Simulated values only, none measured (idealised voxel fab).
The process module presented herein is designated voxel wiring stack.
In the cross-section labelled cut, the width is 210 nm and each square cell is 5 nm.
Throughout this document, each cross-section is represented as a grid of square cells and is presented as a sequence of bands enumerated from the top downward, where a band comprises one or more rows of cells. First you get the band's top height and its bottom height, in nm, and then the materials it's made of, left to right, with each width in nm. If you see a single material with "full width", that one covers the band edge to edge. "empty" is empty space. Heights from 0 (as-received wafer is one material below). Bottom band endless downward, as "0 down". Note: "30..40" means the width goes from the first number (top row of the band) to the second number (bottom row) in equal steps per row of cells. The cross-section has no changed cell in any step marked "changes: none". The label "Sealed void listing" introduces a list of the empty spaces, 8 cells or larger, that have no open way up to the top; each entry in it reads width x height at distance, where the distance is taken from the left edge and all three are stated in nm. That trailing text on a step's line, after the settings, is the simulator's own remark on the step. overlay nm, on a step with a mask: how far to the right of its planned place the mask lay; to the left if negative.
Here's what the planned process steps look like
| 1 | RECEIVE,material Si |
| 2 | CONFORMAL_DEP,material SiO2,thk nm 15 |
| 3 | DIRECTIONAL_DEP,material TiN,thk nm 5 |
| 4 | DIRECTIONAL_DEP,material Ru,thk nm 20 |
| 5 | MASKED_ETCH,tone cover,mask id METAL_1,width nm 30,pitch nm 60,etch materials Ru,depth nm 20,overlay nm 0 |
| 6 | MASKED_ETCH,tone cover,mask id METAL_1,width nm 30,pitch nm 60,etch materials TiN,depth nm 5,overlay nm 0 |
| 7 | CONFORMAL_DEP,material SiCN,thk nm 5 |
| 8 | FILL_DEP,material SiO2,thk nm 5 |
| 9 | CMP,height nm 40 |
| 10 | CONFORMAL_DEP,material SiCN,thk nm 5 |
| 11 | DIRECTIONAL_DEP,material SiO2,thk nm 10 |
| 12 | MASKED_ETCH,tone open,mask id PLUG_1,width nm 15,etch materials SiO2,depth nm 10,overlay nm 0 |
| 13 | MASKED_ETCH,tone open,mask id PLUG_1,width nm 15,etch materials SiCN,depth nm 5,overlay nm 0 |
| 14 | EPI,material Ru,thk nm 10 |
| 15 | EPI,material Ru,thk nm 5 |
| 16 | CONFORMAL_DEP,material SiN,thk nm 5 |
| 17 | DIRECTIONAL_DEP,material lowk,thk nm 20 |
| 18 | MASKED_ETCH,tone open,mask id METAL_2,width nm 30,pitch nm 60,etch materials lowk,depth nm 20,overlay nm 0 |
| 19 | MASKED_ETCH,tone open,mask id METAL_2,width nm 30,pitch nm 60,etch materials SiN,depth nm 5,overlay nm 0 |
| 20 | CONFORMAL_DEP,material TiN,thk nm 5 |
| 21 | FILL_DEP,material Cu,thk nm 10 |
| 22 | CMP,height nm 80 |
| 23 | EPI,material Ru,thk nm 5 |
| 24 | FILL_DEP,material SiCN,thk nm 5 |
First of two wafers - as planned
Step 1 complete: cross-section of the wafer as received
- 0 down: Si full width
- Sealed void listing: none
Cross-sectional representation of the wafer at the conclusion of step 2
- 15 to 0: SiO2 full width
- Rest of section, below 0: as before.
Cross-sectional representation of the wafer at the conclusion of step 3
- 20 to 15: TiN full width
- Rest of section, below 15: as before.
Cross-sectional representation of the wafer at the conclusion of step 4
- 40 to 20: Ru full width
- Rest of section, below 20: as before.
Cross-sectional representation of the wafer at the conclusion of step 5
- 40 to 20: empty 60 nm, then Ru 30 nm, then empty 30 nm, then Ru 30 nm, then empty 60 nm
- Rest of section, below 20: as before.
Cross-sectional representation of the wafer at the conclusion of step 6
- 40 to 20: empty 60 nm, then Ru 30 nm, then empty 30 nm, then Ru 30 nm, then empty 60 nm
- 20 to 15: empty 60 nm, then TiN 30 nm, then empty 30 nm, then TiN 30 nm, then empty 60 nm
- Rest of section, below 15: as before.
Cross-sectional representation of the wafer at the conclusion of step 7
- 45 to 40: empty 55 nm, then SiCN 40 nm, then empty 20 nm, then SiCN 40 nm, then empty 55 nm
- 40 to 20: empty 55 nm, then SiCN 5 nm, then Ru 30 nm, then SiCN 5 nm, then empty 20 nm, then SiCN 5 nm, then Ru 30 nm, then SiCN 5 nm, then empty 55 nm
- 20 to 15: SiCN 60 nm, then TiN 30 nm, then SiCN 30 nm, then TiN 30 nm, then SiCN 60 nm
- Rest of section, below 15: as before.
Cross-sectional representation of the wafer at the conclusion of step 8
- 50 to 45: SiO2 full width
- 45 to 40: SiO2 55 nm, then SiCN 40 nm, then SiO2 20 nm, then SiCN 40 nm, then SiO2 55 nm
- 40 to 20: SiO2 55 nm, then SiCN 5 nm, then Ru 30 nm, then SiCN 5 nm, then SiO2 20 nm, then SiCN 5 nm, then Ru 30 nm, then SiCN 5 nm, then SiO2 55 nm
- Rest of section, below 20: as before.
Cross-sectional representation of the wafer at the conclusion of step 9
- 40 to 20: SiO2 55 nm, then SiCN 5 nm, then Ru 30 nm, then SiCN 5 nm, then SiO2 20 nm, then SiCN 5 nm, then Ru 30 nm, then SiCN 5 nm, then SiO2 55 nm
- Rest of section, below 20: as before.
Cross-sectional representation of the wafer at the conclusion of step 10
- 45 to 40: SiCN full width
- Rest of section, below 40: as before.
Cross-sectional representation of the wafer at the conclusion of step 11
- 55 to 45: SiO2 full width
- Rest of section, below 45: as before.
Cross-sectional representation of the wafer at the conclusion of step 12
- 55 to 45: SiO2 60 nm, then empty 15 nm, then SiO2 135 nm
- Rest of section, below 45: as before.
Cross-sectional representation of the wafer at the conclusion of step 13
- 55 to 45: SiO2 60 nm, then empty 15 nm, then SiO2 135 nm
- 45 to 40: SiCN 60 nm, then empty 15 nm, then SiCN 135 nm
- Rest of section, below 40: as before.
Cross-sectional representation of the wafer at the conclusion of step 14
- 55 to 50: SiO2 60 nm, then empty 15 nm, then SiO2 135 nm
- 50 to 45: SiO2 60 nm, then Ru 15 nm, then SiO2 135 nm
- 45 to 40: SiCN 60 nm, then Ru 15 nm, then SiCN 135 nm
- Rest of section, below 40: as before.
Cross-sectional representation of the wafer at the conclusion of step 15
- 55 to 45: SiO2 60 nm, then Ru 15 nm, then SiO2 135 nm
- Rest of section, below 45: as before.
Cross-sectional representation of the wafer at the conclusion of step 16
- 60 to 55: SiN full width
- Rest of section, below 55: as before.
Cross-sectional representation of the wafer at the conclusion of step 17
- 80 to 60: lowk full width
- Rest of section, below 60: as before.
Cross-sectional representation of the wafer at the conclusion of step 18
- 80 to 60: lowk 60 nm, then empty 30 nm, then lowk 30 nm, then empty 30 nm, then lowk 60 nm
- Rest of section, below 60: as before.
Cross-sectional representation of the wafer at the conclusion of step 19
- 80 to 60: lowk 60 nm, then empty 30 nm, then lowk 30 nm, then empty 30 nm, then lowk 60 nm
- 60 to 55: SiN 60 nm, then empty 30 nm, then SiN 30 nm, then empty 30 nm, then SiN 60 nm
- Rest of section, below 55: as before.
Cross-sectional representation of the wafer at the conclusion of step 20
- 85 to 80: TiN 65 nm, then empty 20 nm, then TiN 40 nm, then empty 20 nm, then TiN 65 nm
- 80 to 60: lowk 60 nm, then TiN 5 nm, then empty 20 nm, then TiN 5 nm, then lowk 30 nm, then TiN 5 nm, then empty 20 nm, then TiN 5 nm, then lowk 60 nm
- 60 to 55: SiN 60 nm, then TiN 30 nm, then SiN 30 nm, then TiN 30 nm, then SiN 60 nm
- Rest of section, below 55: as before.
Cross-sectional representation of the wafer at the conclusion of step 21
- 95 to 85: Cu full width
- 85 to 80: TiN 65 nm, then Cu 20 nm, then TiN 40 nm, then Cu 20 nm, then TiN 65 nm
- 80 to 60: lowk 60 nm, then TiN 5 nm, then Cu 20 nm, then TiN 5 nm, then lowk 30 nm, then TiN 5 nm, then Cu 20 nm, then TiN 5 nm, then lowk 60 nm
- Rest of section, below 60: as before.
Cross-sectional representation of the wafer at the conclusion of step 22
- 80 to 60: lowk 60 nm, then TiN 5 nm, then Cu 20 nm, then TiN 5 nm, then lowk 30 nm, then TiN 5 nm, then Cu 20 nm, then TiN 5 nm, then lowk 60 nm
- Rest of section, below 60: as before.
Cross-sectional representation of the wafer at the conclusion of step 23
- 85 to 80: empty 55 nm, then Ru 40 nm, then empty 20 nm, then Ru 40 nm, then empty 55 nm
- Rest of section, below 80: as before.
Cross-sectional representation of the wafer at the conclusion of step 24
- 90 to 85: SiCN full width
- 85 to 80: SiCN 55 nm, then Ru 40 nm, then SiCN 20 nm, then Ru 40 nm, then SiCN 55 nm
- Rest of section, below 80: as before.
It is to be noted that the second wafer proceeded from the same initial state and according to the same plan as the first, although one mistake was committed in its execution; through step 23, inclusive, the two wafers share an identical history
What the second wafer looks like in cross-section when step 24 should have wrapped up
- 90 to 85: Cu full width
- 85 to 80: Cu 55 nm, then Ru 40 nm, then Cu 20 nm, then Ru 40 nm, then Cu 55 nm
- Rest of section, below 80: as before.
Where did the run depart from the plan? in deviation from the planned setting, step 24 was conducted as FILL_DEP,material Cu,thk nm 5
Upon completion, the second wafer contains, in terms of cells, a greater or smaller amount of certain materials than the first wafer: +68 Cu; -68 SiCN
